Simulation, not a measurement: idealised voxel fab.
Process module in this document: voxel air gaps
FYI the section here is cut, 265 nm wide, cells are 5 nm squares.
Heads up, the way a cross-section reads in here is a grid of square cells, handed over as bands from the top down, with every band being one or more rows of cells. Band: top height; bottom height; in nm. Then, left to right: material with width in nm, for each material. "throughout": a single material spanning edge to edge. "air": empty space. Height is counted from the level 0, under which the received wafer is composed throughout of one material. The lowest of the bands is not closed at the bottom but continues downward, in the notation "0 and below". The two numbers in a width such as "30 to 40" mark its ends across the band: the first belongs to the top row of cells, the second to the bottom row, and from each row to the next the width moves by the same amount. Take "no modification" at face value: in the step it is given for, the cross-section changed in none of its cells. "Closed void register": empty spaces of 8 cells or more with no open way to the top, each given as width x height at distance, distance from the left edge, all in nm. Step line, after settings: the simulator's comment on this step. overlay nm: mask right of planned place by this much (step with mask). Neg. = left.
THE PROCESS STEPS THAT WERE PLANNED ARE LISTED BELOW
1 RECEIVE | material Si
2 CONFORMAL_DEP | material SiO2 | thk nm 15
3 CONFORMAL_DEP | material SiN | thk nm 5
4 DIRECTIONAL_DEP | material SiO2 | thk nm 40
5 DIRECTIONAL_DEP | material aC | thk nm 15
6 PATTERN | tone open | mask id LINES | material resist | width nm 25 | pitch nm 55 | thk nm 35 | overlay nm 0
7 DIRECTIONAL_ETCH | etch materials aC | depth nm 15
8 STRIP | etch materials resist
9 DIRECTIONAL_ETCH | etch materials SiO2 | depth nm 40
10 STRIP | etch materials aC
11 CONFORMAL_DEP | material TiN | thk nm 5
12 FILL_DEP | material W | thk nm 10
13 CMP | height nm 60
14 EPI | material Ru | thk nm 10
15 SELECTIVE_ETCH | etch materials SiO2 | depth nm 50
16 CONFORMAL_DEP | material SiCN | thk nm 5
FIRST WAFER OF TWO (RUN AS PLANNED)
HERE'S WHAT THE WAFER LOOKED LIKE IN CROSS-SECTION WHEN IT ARRIVED - THAT'S AFTER STEP 1
    0 and below | Si throughout
    Closed void register: none
UPON COMPLETION OF STEP 2, THE WAFER APPEARS IN CROSS-SECTION AS SHOWN
    15 down to 0 | SiO2 throughout
    For the remainder of the cross-section, below 0, there is no change.
UPON COMPLETION OF STEP 3, THE WAFER APPEARS IN CROSS-SECTION AS SHOWN
    20 down to 15 | SiN throughout
    For the remainder of the cross-section, below 15, there is no change.
UPON COMPLETION OF STEP 4, THE WAFER APPEARS IN CROSS-SECTION AS SHOWN
    60 down to 20 | SiO2 throughout
    For the remainder of the cross-section, below 20, there is no change.
UPON COMPLETION OF STEP 5, THE WAFER APPEARS IN CROSS-SECTION AS SHOWN
    75 down to 60 | aC throughout
    For the remainder of the cross-section, below 60, there is no change.
UPON COMPLETION OF STEP 6, THE WAFER APPEARS IN CROSS-SECTION AS SHOWN
    110 down to 75 | resist 35 nm | air 25 nm | resist 30 nm | air 25 nm | resist 30 nm | air 25 nm | resist 30 nm | air 25 nm | resist 40 nm
    For the remainder of the cross-section, below 75, there is no change.
UPON COMPLETION OF STEP 7, THE WAFER APPEARS IN CROSS-SECTION AS SHOWN
    95 down to 75 | resist 35 nm | air 25 nm | resist 30 nm | air 25 nm | resist 30 nm | air 25 nm | resist 30 nm | air 25 nm | resist 40 nm
    75 down to 60 | aC 35 nm | air 25 nm | aC 30 nm | air 25 nm | aC 30 nm | air 25 nm | aC 30 nm | air 25 nm | aC 40 nm
    For the remainder of the cross-section, below 60, there is no change.
UPON COMPLETION OF STEP 8, THE WAFER APPEARS IN CROSS-SECTION AS SHOWN
    75 down to 60 | aC 35 nm | air 25 nm | aC 30 nm | air 25 nm | aC 30 nm | air 25 nm | aC 30 nm | air 25 nm | aC 40 nm
    For the remainder of the cross-section, below 60, there is no change.
UPON COMPLETION OF STEP 9, THE WAFER APPEARS IN CROSS-SECTION AS SHOWN
    75 down to 60 | aC 35 nm | air 25 nm | aC 30 nm | air 25 nm | aC 30 nm | air 25 nm | aC 30 nm | air 25 nm | aC 40 nm
    60 down to 20 | SiO2 35 nm | air 25 nm | SiO2 30 nm | air 25 nm | SiO2 30 nm | air 25 nm | SiO2 30 nm | air 25 nm | SiO2 40 nm
    For the remainder of the cross-section, below 20, there is no change.
UPON COMPLETION OF STEP 10, THE WAFER APPEARS IN CROSS-SECTION AS SHOWN
    60 down to 20 | SiO2 35 nm | air 25 nm | SiO2 30 nm | air 25 nm | SiO2 30 nm | air 25 nm | SiO2 30 nm | air 25 nm | SiO2 40 nm
    For the remainder of the cross-section, below 20, there is no change.
UPON COMPLETION OF STEP 11, THE WAFER APPEARS IN CROSS-SECTION AS SHOWN
    65 down to 60 | TiN 40 nm | air 15 nm | TiN 40 nm | air 15 nm | TiN 40 nm | air 15 nm | TiN 40 nm | air 15 nm | TiN 45 nm
    60 down to 25 | SiO2 35 nm | TiN 5 nm | air 15 nm | TiN 5 nm | SiO2 30 nm | TiN 5 nm | air 15 nm | TiN 5 nm | SiO2 30 nm | TiN 5 nm | air 15 nm | TiN 5 nm | SiO2 30 nm | TiN 5 nm | air 15 nm | TiN 5 nm | SiO2 40 nm
    25 down to 20 | SiO2 35 nm | TiN 25 nm | SiO2 30 nm | TiN 25 nm | SiO2 30 nm | TiN 25 nm | SiO2 30 nm | TiN 25 nm | SiO2 40 nm
    For the remainder of the cross-section, below 20, there is no change.
UPON COMPLETION OF STEP 12, THE WAFER APPEARS IN CROSS-SECTION AS SHOWN
    75 down to 65 | W throughout
    65 down to 60 | TiN 40 nm | W 15 nm | TiN 40 nm | W 15 nm | TiN 40 nm | W 15 nm | TiN 40 nm | W 15 nm | TiN 45 nm
    60 down to 25 | SiO2 35 nm | TiN 5 nm | W 15 nm | TiN 5 nm | SiO2 30 nm | TiN 5 nm | W 15 nm | TiN 5 nm | SiO2 30 nm | TiN 5 nm | W 15 nm | TiN 5 nm | SiO2 30 nm | TiN 5 nm | W 15 nm | TiN 5 nm | SiO2 40 nm
    For the remainder of the cross-section, below 25, there is no change.
UPON COMPLETION OF STEP 13, THE WAFER APPEARS IN CROSS-SECTION AS SHOWN
    60 down to 25 | SiO2 35 nm | TiN 5 nm | W 15 nm | TiN 5 nm | SiO2 30 nm | TiN 5 nm | W 15 nm | TiN 5 nm | SiO2 30 nm | TiN 5 nm | W 15 nm | TiN 5 nm | SiO2 30 nm | TiN 5 nm | W 15 nm | TiN 5 nm | SiO2 40 nm
    For the remainder of the cross-section, below 25, there is no change.
UPON COMPLETION OF STEP 14, THE WAFER APPEARS IN CROSS-SECTION AS SHOWN
    70 down to 60 | air 25 nm | Ru 45 nm | air 10 nm | Ru 45 nm | air 10 nm | Ru 45 nm | air 10 nm | Ru 45 nm | air 30 nm
    For the remainder of the cross-section, below 60, there is no change.
UPON COMPLETION OF STEP 15, THE WAFER APPEARS IN CROSS-SECTION AS SHOWN
    70 down to 60 | air 25 nm | Ru 45 nm | air 10 nm | Ru 45 nm | air 10 nm | Ru 45 nm | air 10 nm | Ru 45 nm | air 30 nm
    60 down to 25 | air 35 nm | TiN 5 nm | W 15 nm | TiN 5 nm | air 30 nm | TiN 5 nm | W 15 nm | TiN 5 nm | air 30 nm | TiN 5 nm | W 15 nm | TiN 5 nm | air 30 nm | TiN 5 nm | W 15 nm | TiN 5 nm | air 40 nm
    25 down to 20 | air 35 nm | TiN 25 nm | air 30 nm | TiN 25 nm | air 30 nm | TiN 25 nm | air 30 nm | TiN 25 nm | air 40 nm
    For the remainder of the cross-section, below 20, there is no change.
UPON COMPLETION OF STEP 16, THE WAFER APPEARS IN CROSS-SECTION AS SHOWN
    75 down to 70 | air 20 nm | SiCN 220 nm | air 25 nm
    70 down to 60 | air 20 nm | SiCN 5 nm | Ru 45 nm | SiCN 10 nm | Ru 45 nm | SiCN 10 nm | Ru 45 nm | SiCN 10 nm | Ru 45 nm | SiCN 5 nm | air 25 nm
    60 down to 55 | air 20 nm | SiCN 15 nm | TiN 5 nm | W 15 nm | TiN 5 nm | SiCN 30 nm | TiN 5 nm | W 15 nm | TiN 5 nm | SiCN 30 nm | TiN 5 nm | W 15 nm | TiN 5 nm | SiCN 30 nm | TiN 5 nm | W 15 nm | TiN 5 nm | SiCN 15 nm | air 25 nm
    55 down to 25 | air 30 nm | SiCN 5 nm | TiN 5 nm | W 15 nm | TiN 5 nm | SiCN 5 nm | air 20 nm | SiCN 5 nm | TiN 5 nm | W 15 nm | TiN 5 nm | SiCN 5 nm | air 20 nm | SiCN 5 nm | TiN 5 nm | W 15 nm | TiN 5 nm | SiCN 5 nm | air 20 nm | SiCN 5 nm | TiN 5 nm | W 15 nm | TiN 5 nm | SiCN 5 nm | air 35 nm
    25 down to 20 | SiCN 35 nm | TiN 25 nm | SiCN 30 nm | TiN 25 nm | SiCN 30 nm | TiN 25 nm | SiCN 30 nm | TiN 25 nm | SiCN 40 nm
    For the remainder of the cross-section, below 20, there is no change.
    Closed void register: 20 x 30 at 65; 20 x 30 at 120; 20 x 30 at 175
WAFER TWO OF TWO - SAME STARTING POINT, SAME PROCESS PLAN, ONE MISTAKE IN EXECUTION; MATCHES WAFER ONE UP TO AND INCLUDING STEP 5
CROSS-SECTION OF THE SECOND WAFER AT THE TIME STEP 6 OF THE PLAN SHOULD HAVE ENDED
    110 down to 75 | air 35 nm | resist 25 nm | air 30 nm | resist 25 nm | air 30 nm | resist 25 nm | air 30 nm | resist 25 nm | air 40 nm
    For the remainder of the cross-section, below 75, there is no change.
CROSS-SECTION OF THE SECOND WAFER AT THE TIME STEP 7 OF THE PLAN SHOULD HAVE ENDED
    95 down to 75 | air 35 nm | resist 25 nm | air 30 nm | resist 25 nm | air 30 nm | resist 25 nm | air 30 nm | resist 25 nm | air 40 nm
    75 down to 60 | air 35 nm | aC 25 nm | air 30 nm | aC 25 nm | air 30 nm | aC 25 nm | air 30 nm | aC 25 nm | air 40 nm
    For the remainder of the cross-section, below 60, there is no change.
CROSS-SECTION OF THE SECOND WAFER AT THE TIME STEP 8 OF THE PLAN SHOULD HAVE ENDED
    75 down to 60 | air 35 nm | aC 25 nm | air 30 nm | aC 25 nm | air 30 nm | aC 25 nm | air 30 nm | aC 25 nm | air 40 nm
    For the remainder of the cross-section, below 60, there is no change.
CROSS-SECTION OF THE SECOND WAFER AT THE TIME STEP 9 OF THE PLAN SHOULD HAVE ENDED
    75 down to 60 | air 35 nm | aC 25 nm | air 30 nm | aC 25 nm | air 30 nm | aC 25 nm | air 30 nm | aC 25 nm | air 40 nm
    60 down to 20 | air 35 nm | SiO2 25 nm | air 30 nm | SiO2 25 nm | air 30 nm | SiO2 25 nm | air 30 nm | SiO2 25 nm | air 40 nm
    For the remainder of the cross-section, below 20, there is no change.
CROSS-SECTION OF THE SECOND WAFER AT THE TIME STEP 10 OF THE PLAN SHOULD HAVE ENDED
    60 down to 20 | air 35 nm | SiO2 25 nm | air 30 nm | SiO2 25 nm | air 30 nm | SiO2 25 nm | air 30 nm | SiO2 25 nm | air 40 nm
    For the remainder of the cross-section, below 20, there is no change.
CROSS-SECTION OF THE SECOND WAFER AT THE TIME STEP 11 OF THE PLAN SHOULD HAVE ENDED
    65 down to 60 | air 30 nm | TiN 35 nm | air 20 nm | TiN 35 nm | air 20 nm | TiN 35 nm | air 20 nm | TiN 35 nm | air 35 nm
    60 down to 25 | air 30 nm | TiN 5 nm | SiO2 25 nm | TiN 5 nm | air 20 nm | TiN 5 nm | SiO2 25 nm | TiN 5 nm | air 20 nm | TiN 5 nm | SiO2 25 nm | TiN 5 nm | air 20 nm | TiN 5 nm | SiO2 25 nm | TiN 5 nm | air 35 nm
    25 down to 20 | TiN 35 nm | SiO2 25 nm | TiN 30 nm | SiO2 25 nm | TiN 30 nm | SiO2 25 nm | TiN 30 nm | SiO2 25 nm | TiN 40 nm
    For the remainder of the cross-section, below 20, there is no change.
CROSS-SECTION OF THE SECOND WAFER AT THE TIME STEP 12 OF THE PLAN SHOULD HAVE ENDED
    75 down to 65 | W throughout
    65 down to 60 | W 30 nm | TiN 35 nm | W 20 nm | TiN 35 nm | W 20 nm | TiN 35 nm | W 20 nm | TiN 35 nm | W 35 nm
    60 down to 25 | W 30 nm | TiN 5 nm | SiO2 25 nm | TiN 5 nm | W 20 nm | TiN 5 nm | SiO2 25 nm | TiN 5 nm | W 20 nm | TiN 5 nm | SiO2 25 nm | TiN 5 nm | W 20 nm | TiN 5 nm | SiO2 25 nm | TiN 5 nm | W 35 nm
    For the remainder of the cross-section, below 25, there is no change.
CROSS-SECTION OF THE SECOND WAFER AT THE TIME STEP 13 OF THE PLAN SHOULD HAVE ENDED
    60 down to 25 | W 30 nm | TiN 5 nm | SiO2 25 nm | TiN 5 nm | W 20 nm | TiN 5 nm | SiO2 25 nm | TiN 5 nm | W 20 nm | TiN 5 nm | SiO2 25 nm | TiN 5 nm | W 20 nm | TiN 5 nm | SiO2 25 nm | TiN 5 nm | W 35 nm
    For the remainder of the cross-section, below 25, there is no change.
CROSS-SECTION OF THE SECOND WAFER AT THE TIME STEP 14 OF THE PLAN SHOULD HAVE ENDED
    70 down to 60 | Ru 45 nm | air 5 nm | Ru 50 nm | air 5 nm | Ru 50 nm | air 5 nm | Ru 50 nm | air 5 nm | Ru 50 nm
    For the remainder of the cross-section, below 60, there is no change.
CROSS-SECTION OF THE SECOND WAFER AT THE TIME STEP 15 OF THE PLAN SHOULD HAVE ENDED
    70 down to 60 | Ru 45 nm | air 5 nm | Ru 50 nm | air 5 nm | Ru 50 nm | air 5 nm | Ru 50 nm | air 5 nm | Ru 50 nm
    60 down to 25 | W 30 nm | TiN 5 nm | air 25 nm | TiN 5 nm | W 20 nm | TiN 5 nm | air 25 nm | TiN 5 nm | W 20 nm | TiN 5 nm | air 25 nm | TiN 5 nm | W 20 nm | TiN 5 nm | air 25 nm | TiN 5 nm | W 35 nm
    25 down to 20 | TiN 35 nm | air 25 nm | TiN 30 nm | air 25 nm | TiN 30 nm | air 25 nm | TiN 30 nm | air 25 nm | TiN 40 nm
    For the remainder of the cross-section, below 20, there is no change.
CROSS-SECTION OF THE SECOND WAFER AT THE TIME STEP 16 OF THE PLAN SHOULD HAVE ENDED
    75 down to 70 | SiCN throughout
    70 down to 60 | Ru 45 nm | SiCN 5 nm | Ru 50 nm | SiCN 5 nm | Ru 50 nm | SiCN 5 nm | Ru 50 nm | SiCN 5 nm | Ru 50 nm
    60 down to 55 | W 30 nm | TiN 5 nm | SiCN 25 nm | TiN 5 nm | W 20 nm | TiN 5 nm | SiCN 25 nm | TiN 5 nm | W 20 nm | TiN 5 nm | SiCN 25 nm | TiN 5 nm | W 20 nm | TiN 5 nm | SiCN 25 nm | TiN 5 nm | W 35 nm
    55 down to 25 | W 30 nm | TiN 5 nm | SiCN 5 nm | air 15 nm | SiCN 5 nm | TiN 5 nm | W 20 nm | TiN 5 nm | SiCN 5 nm | air 15 nm | SiCN 5 nm | TiN 5 nm | W 20 nm | TiN 5 nm | SiCN 5 nm | air 15 nm | SiCN 5 nm | TiN 5 nm | W 20 nm | TiN 5 nm | SiCN 5 nm | air 15 nm | SiCN 5 nm | TiN 5 nm | W 35 nm
    25 down to 20 | TiN 35 nm | SiCN 25 nm | TiN 30 nm | SiCN 25 nm | TiN 30 nm | SiCN 25 nm | TiN 30 nm | SiCN 25 nm | TiN 40 nm
    For the remainder of the cross-section, below 20, there is no change.
    Closed void register: 15 x 30 at 40; 15 x 30 at 95; 15 x 30 at 150; 15 x 30 at 205
In executing the process, a mistake was made relative to the plan: step 6 was processed under conditions differing from the plan, specifically as PATTERN | tone cover | mask id LINES | material resist | width nm 25 | pitch nm 55 | thk nm 35 | overlay nm 0
The closing comparison, in cells, has the second wafer with more or fewer of some materials than the first: +26 Ru; -16 SiCN; +13 TiN; +91 W
Closed voids, final: 3 / 4 (first wafer / second wafer).
